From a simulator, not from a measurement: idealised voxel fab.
process module | voxel spacer lines
cross-section cut | 265 nm wide | cells 5 nm
A cross-section is a grid of square cells, given in bands from the top down. A band is one or more rows of cells.
Each band's line starts with the height of the band's top and of its bottom, in nm. Then come its materials from left to right, each with its width in nm. One material with "throughout" fills the band from edge to edge. "air" is empty space.
Height 0 is the level under which the wafer as received is all one material. The lowest band goes on downwards, as in "0 down".
A width such as "30 to 40" changes by the same amount from each row of cells to the next, from the band's top row to its bottom row.
"no change" after a step means that no cell of the cross-section changed.
closed voids: empty space of 8 cells or more with no open way to the top, each as width x height at its distance from the left edge, in nm
after a step's settings: what the simulator itself notes on the step
overlay nm, on a step with a mask: how far to the right of its planned place the mask lay; to the left if negative
plan
1 op RECEIVE | material Si
2 op CONFORMAL_DEP | material Al2O3 | thk nm 10
3 op DIRECTIONAL_DEP | material SiN | thk nm 10
4 op DIRECTIONAL_DEP | material aC | thk nm 30
5 op PATTERN | tone cover | mask id MANDREL | material resist | width nm 15 | pitch nm 80 | thk nm 35 | overlay nm 0
6 op DIRECTIONAL_ETCH | etch materials aC | depth nm 30
7 op STRIP | etch materials resist
8 op CONFORMAL_DEP | material SiO2 | thk nm 15
9 op DIRECTIONAL_ETCH | etch materials SiO2 | depth nm 15
10 op STRIP | etch materials aC
11 op DIRECTIONAL_ETCH | etch materials SiN | depth nm 10
12 op STRIP | etch materials SiO2
13 op FILL_DEP | material lowk | thk nm 10
14 op CMP | height nm 20
varied across the wafers: width nm of step 5. The plan shows the first wafer's value. All wafers start alike
first wafer as received, after step 1
  0 down: Si throughout
  closed voids: none
each wafer at the end: cells of each material gained (+) or lost (-) since it was received, then its closed voids
width nm 15 | +106 Al2O3 | +36 SiN | +70 lowk | closed voids: none
width nm 20 | +106 Al2O3 | +36 SiN | +70 lowk | closed voids: none
width nm 25 | +106 Al2O3 | +36 SiN | +70 lowk | closed voids: none
width nm 30 | +106 Al2O3 | +36 SiN | +70 lowk | closed voids: none
width nm 35 | +106 Al2O3 | +36 SiN | +70 lowk | closed voids: none
width nm 40 | +106 Al2O3 | +36 SiN | +70 lowk | closed voids: none
